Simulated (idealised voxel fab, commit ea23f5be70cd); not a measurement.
Presented below is a process module, voxel ribs on slabs.
Shown is cross-section cut, with a width of 270 nm and square cells of size 5 nm.
When this document writes out a cross-section, it uses a grid of square cells and lists it as bands, beginning at the top and moving down, with a band standing for one or more rows of cells.
It is stipulated that each band's entry specify, in nanometres, the height of the top of the band and then that of its bottom, followed by the materials of the band in left-to-right sequence, each together with its width in nanometres. A single material marked by the word "everywhere" is understood to fill the band from edge to edge; the word "air" is understood to denote empty space.
Heads up on the height convention: 0 is the point under which the incoming wafer is all one material, and the lowest band has no bottom, it just keeps going down, like "0 down".
Note: "30->40" means the width goes from the first number (top row of the band) to the second number (bottom row) in equal steps per row of cells.
"no modification" for a step: no cell of the cross-section changed in that step.
Voids not open to the top, 8 cells minimum: see "Unvented voids". Written width x height at distance; distance is from the left edge; nm.
after a step's settings: what the simulator itself notes on the step
If you see "overlay nm" on a step's line and that step has a mask, it's telling you how far right of where it was planned the mask ended up; a negative number means it went left instead.

### Process steps (planned)
1 RECEIVE | material Si
2 DIRECTIONAL_DEP | material SiO2 | thk nm 25
3 DIRECTIONAL_DEP | material polySi | thk nm 15
4 MASKED_ETCH | tone cover | mask id RIB | width nm 20 | etch materials polySi | depth nm 5 | overlay nm 0
5 MASKED_ETCH | tone cover | mask id SLAB | width nm 80 | etch materials polySi | depth nm 10 | overlay nm 0
6 FILL_DEP | material SiO2 | thk nm 15
7 CMP | height nm 50
8 DIRECTIONAL_DEP | material TiN | thk nm 10
9 DIRECTIONAL_DEP | material aC | thk nm 10
10 PATTERN | tone cover | mask id HEATER | material resist | width nm 30 | thk nm 25 | overlay nm 0
11 DIRECTIONAL_ETCH | etch materials aC | depth nm 10
12 STRIP | etch materials resist
13 DIRECTIONAL_ETCH | etch materials TiN | depth nm 10
14 STRIP | etch materials aC
15 CONFORMAL_DEP | material SiN | thk nm 5

### Shown in cross-section is the wafer as received, that is, as it stands after step 1
0 down | Si everywhere
Unvented voids: none

### The first of two wafers, cross-sectioned at the end of the module, with the run proceeding as planned
65 to 60 | air (115), then SiN (40), then air (115)
60 to 55 | air (115), then SiN (5), then TiN (30), then SiN (5), then air (115)
55 to 50 | SiN (120), then TiN (30), then SiN (120)
50 to 40 | SiO2 everywhere
40 to 35 | SiO2 (125), then polySi (20), then SiO2 (125)
35 to 25 | SiO2 (95), then polySi (80), then SiO2 (95)
25 to 0 | SiO2 everywhere
0 down | Si everywhere
Unvented voids: none

### Cross-section of the latter of the two wafers at module completion. It had an identical start and an identical plan to the former; in running it, one mistake was made
65 to 60 | air (115), then SiN (40), then air (115)
60 to 55 | air (115), then SiN (5), then TiN (30), then SiN (5), then air (115)
55 to 50 | SiN (120), then TiN (30), then SiN (120)
50 to 45 | SiO2 (125), then polySi (20), then SiO2 (125)
45 to 35 | SiO2 (95), then polySi (80), then SiO2 (95)
35 to 0 | SiO2 everywhere
0 down | Si everywhere
Unvented voids: none
Want to know what went wrong? so step 2 ended up running with a different setting than we planned, it ran as DIRECTIONAL_DEP | material SiO2 | thk nm 35
By the end, you'd get the same cell count for each material on either wafer, but the second wafer puts them somewhere else.
